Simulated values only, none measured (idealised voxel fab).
Documented hereafter: the process module known as voxel capacitor over wiring.
Pictured: cross-section cut, 265 nm wide, on a grid of 5 nm square cells.
How to read a cross-section here: the picture is a grid of square cells, written as bands going from the top down, and any band can span one or more rows of cells.
Band entry format. Leading values: height of top, height of bottom, nm. Remainder: materials in left-to-right order, each with its width in nm. Special words: "edge to edge" on a single material, which then fills the band edge to edge; "air", empty space.
Counting heights begins at 0, where everything beneath is, in the wafer as received, one material. The lowest band has no bottom; it goes on downwards, as "0 and below" shows.
A width given as "30->40" starts at the first number in the band's top row and ends at the second number in its bottom row, shifting by an equal amount at every step from row to row.
"left unchanged", as given for a step, is the statement that not any cell of the cross-section underwent a change during that step.
Basically, "Tabulated closed voids" tells you about the enclosed voids: empty spaces with no open way to the top, 8 cells or bigger, each written width x height at distance, where distance is from the left edge, all in nm.
Read whatever lies past the settings on a step's line as the simulator's own remark about the step.
A step's line can hold "overlay nm"; with a mask on that step, the setting says how far right of the planned place the mask lay, while a negative setting says it lay to the left.

# Planned step list for the process
1. RECEIVE,material Si
2. CONFORMAL_DEP,material SiO2,thk nm 10
3. DIRECTIONAL_DEP,material TiN,thk nm 5
4. DIRECTIONAL_DEP,material Ru,thk nm 15
5. PATTERN,tone cover,mask id METAL_1,material resist,width nm 30,pitch nm 100,thk nm 15,overlay nm 0
6. DIRECTIONAL_ETCH,etch materials Ru,depth nm 15
7. DIRECTIONAL_ETCH,etch materials TiN,depth nm 5
8. STRIP,etch materials resist
9. FILL_DEP,material SiO2,thk nm 10
10. CMP,height nm 30
11. CONFORMAL_DEP,material SiCN,thk nm 5
12. DIRECTIONAL_DEP,material SiO2,thk nm 20
13. PATTERN,tone open,mask id PLUG_1,material resist,width nm 15,thk nm 20,overlay nm 0
14. DIRECTIONAL_ETCH,etch materials SiO2,depth nm 20
15. DIRECTIONAL_ETCH,etch materials SiCN,depth nm 5
16. STRIP,etch materials resist
17. CONFORMAL_DEP,material TiN,thk nm 5
18. FILL_DEP,material W,thk nm 5
19. CMP,height nm 55
20. DIRECTIONAL_DEP,material TiN,thk nm 10
21. DIRECTIONAL_DEP,material SiN,thk nm 5
22. DIRECTIONAL_DEP,material TiN,thk nm 5
23. DIRECTIONAL_DEP,material aC,thk nm 10
24. PATTERN,tone cover,mask id UPPER_PLATE,material resist,width nm 75,thk nm 30,overlay nm 0
25. DIRECTIONAL_ETCH,etch materials aC,depth nm 10
26. STRIP,etch materials resist
27. DIRECTIONAL_ETCH,etch materials TiN,depth nm 5
28. DIRECTIONAL_ETCH,etch materials SiN,depth nm 5
29. STRIP,etch materials aC
30. DIRECTIONAL_DEP,material aC,thk nm 15
31. PATTERN,tone cover,mask id LOWER_PLATE,material resist,width nm 85,thk nm 30,overlay nm 0
32. DIRECTIONAL_ETCH,etch materials aC,depth nm 15
33. STRIP,etch materials resist
34. DIRECTIONAL_ETCH,etch materials TiN,depth nm 10
35. STRIP,etch materials aC
36. FILL_DEP,material SiO2,thk nm 15
37. CMP,height nm 85
38. DIRECTIONAL_DEP,material aC,thk nm 15
39. PATTERN,tone open,mask id PLUG_2,material resist,width nm 15,thk nm 30,overlay nm 0
40. DIRECTIONAL_ETCH,etch materials aC,depth nm 15
41. STRIP,etch materials resist
42. DIRECTIONAL_ETCH,etch materials SiO2,depth nm 10
43. STRIP,etch materials aC
44. CONFORMAL_DEP,material TiN,thk nm 5
45. FILL_DEP,material Cu,thk nm 5
46. CMP,height nm 85
47. CONFORMAL_DEP,material SiN,thk nm 5

# As-received wafer cross-section (after step 1)
    0 and below | Si edge to edge
    Tabulated closed voids: none

# Cross-section, first of two wafers, end of module, run as planned
    90 down to 85 | SiN edge to edge
    85 down to 80 | 90 nm SiO2, 5 nm TiN, 5 nm Cu, 5 nm TiN, 160 nm SiO2
    80 down to 70 | 90->80 nm SiO2, 15->75 nm TiN, 160->110 nm SiO2
    70 down to 65 | 80 nm SiO2, 75 nm SiN, 110 nm SiO2
    65 down to 55 | 75 nm SiO2, 85 nm TiN, 105 nm SiO2
    55 down to 35 | 80 nm SiO2, 5 nm TiN, 5 nm W, 5 nm TiN, 170 nm SiO2
    35 down to 30 | 80 nm SiCN, 15 nm TiN, 170 nm SiCN
    30 down to 15 | 65 nm SiO2, 30 nm Ru, 70 nm SiO2, 30 nm Ru, 70 nm SiO2
    15 down to 10 | 65 nm SiO2, 30 nm TiN, 70 nm SiO2, 30 nm TiN, 70 nm SiO2
    10 down to 0 | SiO2 edge to edge
    0 and below | Si edge to edge
    Tabulated closed voids: none

# Wafer two cross-section, module end. Start and plan unchanged from wafer one; one mistake made during the run
    90 down to 85 | SiN edge to edge
    85 down to 80 | 90 nm SiO2, 5 nm TiN, 5 nm Cu, 5 nm TiN, 160 nm SiO2
    80 down to 70 | 90->80 nm SiO2, 15->75 nm TiN, 160->110 nm SiO2
    70 down to 65 | 80 nm SiO2, 75 nm SiN, 110 nm SiO2
    65 down to 55 | 75 nm SiO2, 85 nm TiN, 105 nm SiO2
    55 down to 50 | 80 nm SiCN, 15 nm TiN, 170 nm SiCN
    50 down to 30 | SiO2 edge to edge
    30 down to 15 | 65 nm SiO2, 30 nm Ru, 70 nm SiO2, 30 nm Ru, 70 nm SiO2
    15 down to 10 | 65 nm SiO2, 30 nm TiN, 70 nm SiO2, 30 nm TiN, 70 nm SiO2
    10 down to 0 | SiO2 edge to edge
    0 and below | Si edge to edge
    Tabulated closed voids: none
Deviation noted in wafer processing: steps 11 and 12 swapped
FYI, end of process, the second wafer has more or fewer cells of some materials than the first: SiO2: 12 more; TiN: 8 fewer; W: 4 fewer
